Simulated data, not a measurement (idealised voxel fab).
Process module under the name voxel plated lines
Cross-section cut spans 240 nm and uses square cells 5 nm in size.
In what follows, cross-sections appear as grids of square cells, described through bands that run from the top down, where every band is one or more rows of cells.
Heads up on the band format: heights come first, top then bottom, in nm. After that it's the materials left to right, each with its width in nm. A single material flagged "edge to edge" fills the whole band edge to edge, and "empty" means there's empty space there.
Counting heights begins at 0, where everything beneath is, in the wafer as received, one material. The lowest band has no bottom; it goes on downwards, as "0..down" shows.
The two numbers in a width such as "30->40" mark its ends across the band: the first belongs to the top row of cells, the second to the bottom row, and from each row to the next the width moves by the same amount.
Where the words "no modification" appear for a step, the cross-section shows no cell changed by that step; every cell remained as before.
Entry "Closed internal cavities" = empty spaces >= 8 cells with no open way to the top; each as width x height at distance, distance from left edge, all nm.
Post-settings text on a step line: simulator's own remark regarding the step.
overlay nm: for a step with a mask, the amount by which the mask lay right of where it was planned; a negative amount means left of it.

Below is the list of planned process steps
step 1: RECEIVE, material Si
step 2: CONFORMAL_DEP, material SiO2, thk nm 5
step 3: DIRECTIONAL_DEP, material TiN, thk nm 5
step 4: PATTERN, tone open, mask id LINES, material resist, width nm 30, pitch nm 45, thk nm 35, overlay nm 0
step 5: EPI, material Ru, thk nm 10
step 6: EPI, material Ru, thk nm 10
step 7: EPI, material Ru, thk nm 10
step 8: STRIP, etch materials resist
step 9: DIRECTIONAL_ETCH, etch materials TiN, depth nm 5
step 10: CONFORMAL_DEP, material SiCN, thk nm 5

Cross-section of the incoming wafer, state after step 1
0..down  Si edge to edge
Closed internal cavities: none

Final cross-section, module run with one mistake (start and plan as above)
45..40  empty=50 / SiCN=140 / empty=50
40..30  empty=50 / SiCN=5->10 / Ru=40->30 / SiCN=5->15 / Ru=40->30 / SiCN=5->15 / Ru=40->30 / SiCN=5->10 / empty=50
30..15  empty=55 / SiCN=5 / Ru=30 / SiCN=5 / empty=5 / SiCN=5 / Ru=30 / SiCN=5 / empty=5 / SiCN=5 / Ru=30 / SiCN=5 / empty=55
15..10  empty=50 / SiCN=10 / Ru=30 / SiCN=15 / Ru=30 / SiCN=15 / Ru=30 / SiCN=10 / empty=50
10..5  SiCN=55 / TiN=40 / SiCN=5 / TiN=40 / SiCN=5 / TiN=40 / SiCN=55
5..0  SiO2 edge to edge
0..down  Si edge to edge
Closed internal cavities: none
So what did we get wrong on this run? it should be noted that step 4 was executed with settings other than those planned, the operation and settings actually applied being PATTERN, tone open, mask id LINES, material resist, width nm 30, pitch nm 45, thk nm 25, overlay nm 0
